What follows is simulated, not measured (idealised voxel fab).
process module | voxel self aligned vias
cross-section cut | 285 nm wide | cells 5 nm
A cross-section is a grid of square cells, given in bands from the top down. A band is one or more rows of cells.
Each band's line starts with the height of the band's top and of its bottom, in nm. Then come its materials from left to right, each with its width in nm. One material with "throughout" fills the band from edge to edge. "air" is empty space.
Height 0 is the level under which the wafer as received is all one material. The lowest band goes on downwards, as in "0 down".
A width such as "30 to 40" changes by the same amount from each row of cells to the next, from the band's top row to its bottom row.
"no change" after a step means that no cell of the cross-section changed.
closed voids: empty space of 8 cells or more with no open way to the top, each as width x height at its distance from the left edge, in nm
after a step's settings: what the simulator itself notes on the step
overlay nm, on a step with a mask: how far to the right of its planned place the mask lay; to the left if negative
plan
1 op RECEIVE | material Si
2 op CONFORMAL_DEP | material SiO2 | thk nm 10
3 op CONFORMAL_DEP | material SiCN | thk nm 5
4 op DIRECTIONAL_DEP | material SiO2 | thk nm 25
5 op DIRECTIONAL_DEP | material aC | thk nm 10
6 op PATTERN | tone open | mask id LINES | material resist | width nm 20 | pitch nm 75 | thk nm 30 | overlay nm 0
7 op DIRECTIONAL_ETCH | etch materials aC | depth nm 10
8 op STRIP | etch materials resist
9 op DIRECTIONAL_ETCH | etch materials SiO2 | depth nm 25
10 op STRIP | etch materials aC
11 op CONFORMAL_DEP | material TiN | thk nm 5
12 op FILL_DEP | material Ru | thk nm 10
13 op CMP | height nm 40
14 op SELECTIVE_ETCH | etch materials W Ru TiN | depth nm 10
15 op FILL_DEP | material SiN | thk nm 10
16 op CMP | height nm 40
17 op DIRECTIONAL_DEP | material SiO2 | thk nm 15
18 op PATTERN | tone open | mask id VIAS | material resist | width nm 50 | thk nm 15 | overlay nm 0
19 op DIRECTIONAL_ETCH | etch materials SiO2 | depth nm 15
20 op DIRECTIONAL_ETCH | etch materials SiN | depth nm 10
21 op STRIP | etch materials resist
22 op CONFORMAL_DEP | material TiN | thk nm 5
23 op FILL_DEP | material Ru | thk nm 10
24 op CMP | height nm 55
25 op CONFORMAL_DEP | material SiCN | thk nm 5
varied across the wafers: width nm of step 6. The plan shows the first wafer's value. All wafers start alike
first wafer as received, after step 1
  0 down: Si throughout
  closed voids: none
each wafer at the end: cells of each material gained (+) or lost (-) since it was received, then its closed voids
width nm 20 | +28 Ru | +114 SiCN | +8 SiN | +500 SiO2 | +34 TiN | closed voids: none
width nm 25 | +34 Ru | +114 SiCN | +10 SiN | +490 SiO2 | +36 TiN | closed voids: none
width nm 30 | +40 Ru | +114 SiCN | +12 SiN | +480 SiO2 | +38 TiN | closed voids: none
width nm 35 | +46 Ru | +114 SiCN | +14 SiN | +470 SiO2 | +40 TiN | closed voids: none
width nm 40 | +52 Ru | +114 SiCN | +16 SiN | +460 SiO2 | +42 TiN | closed voids: none
width nm 45 | +58 Ru | +114 SiCN | +18 SiN | +450 SiO2 | +44 TiN | closed voids: none
